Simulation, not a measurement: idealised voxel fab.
A process module follows: voxel quadruple lines.
The cross-section on display is named cut; it measures 270 nm wide, and its cells are 5 nm squares.
Just so we're on the same page, the cross-sections are grids of square cells, and they're listed out in bands top to bottom, each band one or more rows deep. The band entry comprises the height of the band's top followed by the height of its bottom, expressed in nm, and subsequently the band's materials from left to right, each stated together with its width in nm. Where a single material is marked with the word "throughout", that material fills the band from edge to edge. The word "blank" represents empty space. Convention: height 0 is the level below which the wafer, as received, is all one material. The lowest band does not terminate at the bottom but continues downward, represented as "0 nm and below". Think of "30 to 40" as a width that walks from the first number to the second as you go down the band, top row to bottom row, taking equal-sized steps from row to row. The cross-section has no changed cell in any step marked "no change". If an empty space has no open way to the top and is at least 8 cells in size, "Closed void listing" lists it, written width x height at distance, where distance is measured from the left edge and every value is in nm. On each step's line, the part that comes after the settings is the simulator's own comment on the step. Regarding "overlay nm": on a step with a mask, it is the distance the mask lay to the right of its planned place; a negative value places it to the left.

**Planned process steps**
- 1: RECEIVE: material Si
- 2: CONFORMAL_DEP: material Al2O3, thk nm 10
- 3: DIRECTIONAL_DEP: material TiN, thk nm 10
- 4: DIRECTIONAL_DEP: material polySi, thk nm 15
- 5: DIRECTIONAL_DEP: material aC, thk nm 25
- 6: PATTERN: tone cover, mask id MANDREL, material resist, width nm 20, pitch nm 60, thk nm 30, overlay nm 0
- 7: DIRECTIONAL_ETCH: etch materials aC, depth nm 25
- 8: STRIP: etch materials resist
- 9: CONFORMAL_DEP: material SiO2, thk nm 10
- 10: DIRECTIONAL_ETCH: etch materials SiO2, depth nm 10
- 11: STRIP: etch materials aC
- 12: DIRECTIONAL_ETCH: etch materials polySi, depth nm 15
- 13: STRIP: etch materials SiO2
- 14: CONFORMAL_DEP: material SiCN, thk nm 5
- 15: DIRECTIONAL_ETCH: etch materials SiCN, depth nm 5
- 16: STRIP: etch materials polySi
- 17: DIRECTIONAL_ETCH: etch materials TiN, depth nm 10
- 18: STRIP: etch materials SiCN

**As-received state of the wafer in cross-section, equivalent to post-step 1**
    0 nm and below  Si throughout
    Closed void listing: none

**Same starting wafer, same plan as above, one mistake in the execution; this is the cross-section at the end of the module**
    20 nm to 10 nm  blank: 90  TiN: 5  blank: 20  TiN: 5  blank: 30  TiN: 5  blank: 20  TiN: 5  blank: 90
    10 nm to 0 nm  Al2O3 throughout
    0 nm and below  Si throughout
    Closed void listing: none
What was done differently from what was planned? step 6: run off-plan, actual operation and settings PATTERN: tone open, mask id MANDREL, material resist, width nm 20, pitch nm 60, thk nm 30, overlay nm 0
